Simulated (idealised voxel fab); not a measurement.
voxel wiring stack: a process module
For reference, the cross-section in this document is cut, with width 200 nm and square cells of 5 nm.
Cross-sections here: square-cell grids, written as top-down lists of bands, a band being one or more rows of cells.
This entry defines a band. It first specifies the height of the band's top and the height of its bottom in nm, and then specifies the band's materials from left to right, stating each material with its width in nm. The word "full width" identifies a single material that fills the band from edge to edge, while the word "blank" identifies empty space.
Convention: height 0 is the level below which the wafer, as received, is all one material. The lowest band does not terminate at the bottom but continues downward, represented as "0 -> down".
A two-number width, for instance "30 to 40", indicates that the width is equal to the first number in the top row of the band and to the second number in the bottom row, and that it changes by a constant amount per row of cells.
When a step is marked "identical to before", none of the cells in the cross-section changed during that step.
Each empty space that has no open way to the top and spans at least 8 cells appears under "Closed void listing" as width x height at distance, the distance counted from the left edge, all in nm.
Past the settings on a step's line: simulator remark, on that step.
If you see "overlay nm" on a step's line and that step has a mask, it's telling you how far right of where it was planned the mask ended up; a negative number means it went left instead.
**Process steps - plan**
- 1: RECEIVE, material Si
- 2: CONFORMAL_DEP, material SiO2, thk nm 10
- 3: CONFORMAL_DEP, material SiN, thk nm 5
- 4: DIRECTIONAL_DEP, material SiO2, thk nm 25
- 5: MASKED_ETCH, tone open, mask id METAL_1, width nm 25, pitch nm 55, etch materials SiO2, depth nm 25, overlay nm 0
- 6: MASKED_ETCH, tone open, mask id METAL_1, width nm 25, pitch nm 55, etch materials SiN, depth nm 5, overlay nm 0
- 7: CONFORMAL_DEP, material TiN, thk nm 5
- 8: FILL_DEP, material W, thk nm 5
- 9: CMP, height nm 40
- 10: EPI, material Ru, thk nm 5
- 11: FILL_DEP, material SiCN, thk nm 5
- 12: DIRECTIONAL_DEP, material lowk, thk nm 25
- 13: PATTERN, tone open, mask id METAL_2, material resist, width nm 25, pitch nm 55, thk nm 15, overlay nm 0
- 14: DIRECTIONAL_ETCH, etch materials lowk, depth nm 15
- 15: STRIP, etch materials resist
- 16: MASKED_ETCH, tone open, mask id METAL_2_HOLES, width nm 15, pitch nm 55, etch materials lowk, depth nm 10, overlay nm 0
- 17: MASKED_ETCH, tone open, mask id METAL_2_HOLES, width nm 15, pitch nm 55, etch materials SiCN, depth nm 5, overlay nm 0
- 18: CONFORMAL_DEP, material TiN, thk nm 5
- 19: FILL_DEP, material Cu, thk nm 5
- 20: CMP, height nm 75
- 21: CONFORMAL_DEP, material SiN, thk nm 5
The value of thk nm given for step 3 in the plan refers to the first wafer; the wafers vary in this setting and are alike at the start.
**The first of several wafers in cross-section, exactly as it reached us after step 1**
* 0 -> down | Si full width
* Closed void listing: none
**Every row in this table is a wafer at the end of the module, and it gives, for each of the materials, the cells that wafer has gained (+) or lost (-) since it was received, then its closed voids**
thk nm 5, +18 Cu, +14 Ru, +60 SiCN, +70 SiN, +230 SiO2, +60 TiN, +30 W, +158 lowk, Closed void listing: none
thk nm 10, +18 Cu, +14 Ru, +60 SiCN, +110 SiN, +200 SiO2, +56 TiN, +24 W, +158 lowk, Closed void listing: none
thk nm 15, +18 Cu, +14 Ru, +60 SiCN, +150 SiN, +170 SiO2, +52 TiN, +18 W, +158 lowk, Closed void listing: none
thk nm 20, +18 Cu, +14 Ru, +60 SiCN, +190 SiN, +140 SiO2, +48 TiN, +12 W, +158 lowk, Closed void listing: none
